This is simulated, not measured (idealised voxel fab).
Process module, titled voxel released beams
Xsec cut, 265 nm wide, square cell size 5 nm.
Cross-section = grid of square cells, listed top down in bands; band = one or more rows. This entry defines a band. It first specifies the height of the band's top and the height of its bottom in nm, and then specifies the band's materials from left to right, stating each material with its width in nm. The word "throughout" identifies a single material that fills the band from edge to edge, while the word "empty" identifies empty space. It should be noted that heights are counted from 0, beneath which the wafer as supplied is of one material throughout, and that the lowest band possesses no lower boundary but continues downward, as written in "top 0, no bottom". The notation "30 to 40" denotes a width that varies across the rows of cells in the band, beginning at the first number in the top row, finishing at the second number in the bottom row, and changing by an identical amount from each row to the next. "no change" after a step means that no cell of the cross-section changed. So "Closed empty spaces" is basically the list of trapped voids: any empty space of 8 cells or more that can't reach the top through an opening. They're written width x height at distance, the distance being from the left edge, and it's all nm. The remark found on a step's line after its settings is issued by the simulator itself and pertains to that step. "overlay nm", when on a step's line for a step with a mask, measures how far to the right of its planned place the mask lay; a negative measure means to the left.
PLANNED PROCESS STEPS
step 1: RECEIVE,material Si
step 2: CONFORMAL_DEP,material SiN,thk nm 10
step 3: DIRECTIONAL_DEP,material SiO2,thk nm 15
step 4: PATTERN,tone open,mask id ANCHOR,material resist,width nm 40,thk nm 15,overlay nm 0
step 5: DIRECTIONAL_ETCH,etch materials SiO2,depth nm 15
step 6: STRIP,etch materials resist
step 7: CONFORMAL_DEP,material W,thk nm 15
step 8: DIRECTIONAL_DEP,material aC,thk nm 10
step 9: PATTERN,tone cover,mask id BEAM,material resist,width nm 90,thk nm 30,overlay nm 0
step 10: DIRECTIONAL_ETCH,etch materials aC,depth nm 10
step 11: STRIP,etch materials resist
step 12: DIRECTIONAL_ETCH,etch materials W,depth nm 15
step 13: STRIP,etch materials aC
step 14: STRIP,etch materials SiO2
CROSS-SECTION OF THE WAFER AT RECEIPT, WHICH IS THE CONDITION AFTER STEP 1
> top 0, no bottom | Si throughout
> Closed empty spaces: none
THE FOLLOWING CROSS-SECTION DEPICTS THE WAFER UPON CONCLUSION OF THE MODULE. PROCESSING COMMENCED FROM THE STARTING CONDITION ILLUSTRATED ABOVE AND ADHERED TO THE PLAN ILLUSTRATED ABOVE, SAVE FOR ONE MISTAKE IN EXECUTION
> top 40, bottom 25 | empty 85 nm | W 60 nm | empty 120 nm
> top 25, bottom 10 | empty 75 nm | W 15 nm | SiO2 40 nm | W 45 nm | empty 90 nm
> top 10, bottom 0 | SiN throughout
> top 0, no bottom | Si throughout
> Closed empty spaces: none
Run error: off-plan run, step 4, actual operation and settings PATTERN,tone cover,mask id ANCHOR,material resist,width nm 40,thk nm 15,overlay nm 0
